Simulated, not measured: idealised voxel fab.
process module | voxel self aligned vias
cross-section cut | 140 nm wide | cells 5 nm
A cross-section is a grid of square cells, given in bands from the top down. A band is one or more rows of cells.
Each band's line starts with the height of the band's top and of its bottom, in nm. Then come its materials from left to right, each with its width in nm. One material with "throughout" fills the band from edge to edge. "air" is empty space.
Height 0 is the level under which the wafer as received is all one material. The lowest band goes on downwards, as in "0 down".
A width such as "30 to 40" changes by the same amount from each row of cells to the next, from the band's top row to its bottom row.
"no change" after a step means that no cell of the cross-section changed.
closed voids: empty space of 8 cells or more with no open way to the top, each as width x height at its distance from the left edge, in nm
after a step's settings: what the simulator itself notes on the step
overlay nm, on a step with a mask: how far to the right of its planned place the mask lay; to the left if negative
plan
1 op RECEIVE | material Si
2 op CONFORMAL_DEP | material SiO2 | thk nm 10
3 op CONFORMAL_DEP | material SiCN | thk nm 5
4 op DIRECTIONAL_DEP | material lowk | thk nm 20
5 op MASKED_ETCH | tone open | mask id LINES | width nm 30 | pitch nm 70 | etch materials lowk | depth nm 20 | overlay nm 0
6 op CONFORMAL_DEP | material TiN | thk nm 5
7 op FILL_DEP | material Ru | thk nm 5
8 op CMP | height nm 35
9 op SELECTIVE_ETCH | etch materials W Ru TiN | depth nm 5
10 op FILL_DEP | material SiN | thk nm 10
11 op CMP | height nm 35
12 op DIRECTIONAL_DEP | material lowk | thk nm 20
13 op PATTERN | tone open | mask id VIAS | material resist | width nm 40 | thk nm 20 | overlay nm 0
14 op DIRECTIONAL_ETCH | etch materials lowk | depth nm 20
15 op DIRECTIONAL_ETCH | etch materials SiN | depth nm 5
16 op STRIP | etch materials resist
17 op CONFORMAL_DEP | material TiN | thk nm 5
18 op FILL_DEP | material Cu | thk nm 10
19 op CMP | height nm 55
20 op CONFORMAL_DEP | material SiCN | thk nm 5
as received, after step 1
  0 down: Si throughout
  closed voids: none
first wafer at the end, as planned
  60 to 55: SiCN throughout
  55 to 40: lowk 15 | TiN 5 | Cu 30 | TiN 5 | lowk 85
  40 to 35: lowk 15 | TiN 10 | Cu 20 | TiN 10 | lowk 85
  35 to 30: lowk 20 | TiN 30 | lowk 40 | SiN 30 | lowk 20
  30 to 20: lowk 20 | TiN 5 | Ru 20 | TiN 5 | lowk 40 | TiN 5 | Ru 20 | TiN 5 | lowk 20
  20 to 15: lowk 20 | TiN 30 | lowk 40 | TiN 30 | lowk 20
  15 to 10: SiCN throughout
  10 to 0: SiO2 throughout
  0 down: Si throughout
  closed voids: none
second wafer at the end: like start, like plan, one mistake
  60 to 55: SiCN throughout
  55 to 40: Cu 10 | TiN 5 | lowk 40 | TiN 5 | Cu 80
  40 to 35: TiN 15 | lowk 40 | TiN 40 | Cu 20 | TiN 25
  35 to 30: lowk 20 | SiN 30 | lowk 40 | TiN 30 | lowk 20
  30 to 20: lowk 20 | TiN 5 | Ru 20 | TiN 5 | lowk 40 | TiN 5 | Ru 20 | TiN 5 | lowk 20
  20 to 15: lowk 20 | TiN 30 | lowk 40 | TiN 30 | lowk 20
  15 to 10: SiCN throughout
  10 to 0: SiO2 throughout
  0 down: Si throughout
  closed voids: none
what went wrong: step 13 ran as: op PATTERN | tone cover | mask id VIAS | material resist | width nm 40 | thk nm 20 | overlay nm 0
at the end the second wafer has, in cells: 36 more of Cu | 12 more of TiN | 48 fewer of lowk
